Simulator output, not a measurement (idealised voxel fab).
process module | voxel self aligned contacts
cross-section cut | 180 nm wide | cells 5 nm
A cross-section is a grid of square cells, given in bands from the top down. A band is one or more rows of cells.
Each band's line starts with the height of the band's top and of its bottom, in nm. Then come its materials from left to right, each with its width in nm. One material with "throughout" fills the band from edge to edge. "air" is empty space.
Height 0 is the level under which the wafer as received is all one material. The lowest band goes on downwards, as in "0 down".
A width such as "30 to 40" changes by the same amount from each row of cells to the next, from the band's top row to its bottom row.
"no change" after a step means that no cell of the cross-section changed.
closed voids: empty space of 8 cells or more with no open way to the top, each as width x height at its distance from the left edge, in nm
after a step's settings: what the simulator itself notes on the step
overlay nm, on a step with a mask: how far to the right of its planned place the mask lay; to the left if negative
plan
1 op RECEIVE | material Si
2 op CONFORMAL_DEP | material SiO2 | thk nm 5
3 op DIRECTIONAL_DEP | material polySi | thk nm 20
4 op DIRECTIONAL_DEP | material SiN | thk nm 15
5 op PATTERN | tone cover | mask id GATE | material resist | width nm 30 | pitch nm 60 | thk nm 20 | overlay nm 0
6 op DIRECTIONAL_ETCH | etch materials SiN | depth nm 15
7 op DIRECTIONAL_ETCH | etch materials polySi | depth nm 20
8 op STRIP | etch materials resist
9 op CONFORMAL_DEP | material SiN | thk nm 5
10 op DIRECTIONAL_ETCH | etch materials SiN | depth nm 5
11 op FILL_DEP | material SiO2 | thk nm 15
12 op CMP | height nm 50
13 op PATTERN | tone open | mask id CONTACT | material resist | width nm 40 | thk nm 15 | overlay nm 0
14 op DIRECTIONAL_ETCH | etch materials SiO2 | depth nm 50
15 op STRIP | etch materials resist
16 op CONFORMAL_DEP | material TiN | thk nm 5
17 op FILL_DEP | material Ru | thk nm 10
18 op CMP | height nm 50
19 op CONFORMAL_DEP | material SiN | thk nm 5
as received, after step 1
  0 down: Si throughout
  closed voids: none
a wafer at the end: this start, this plan, one mistake
  55 to 50: SiN throughout
  50 to 40: SiO2 70 | TiN 5 to 15 | Ru 35 to 10 | TiN 5 to 20 | SiO2 65
  40 to 25: SiO2 40 | SiN 40 | TiN 5 | Ru 10 | TiN 5 | SiN 40 | SiO2 40
  25 to 5: SiO2 40 | SiN 5 | polySi 30 | SiN 5 | TiN 5 | Ru 10 | TiN 5 | SiN 5 | polySi 30 | SiN 5 | SiO2 40
  5 to 0: SiO2 80 | TiN 20 | SiO2 80
  0 down: Si throughout
  closed voids: none
what went wrong: step 13 ran as: op PATTERN | tone open | mask id CONTACT | material resist | width nm 45 | thk nm 15 | overlay nm 0
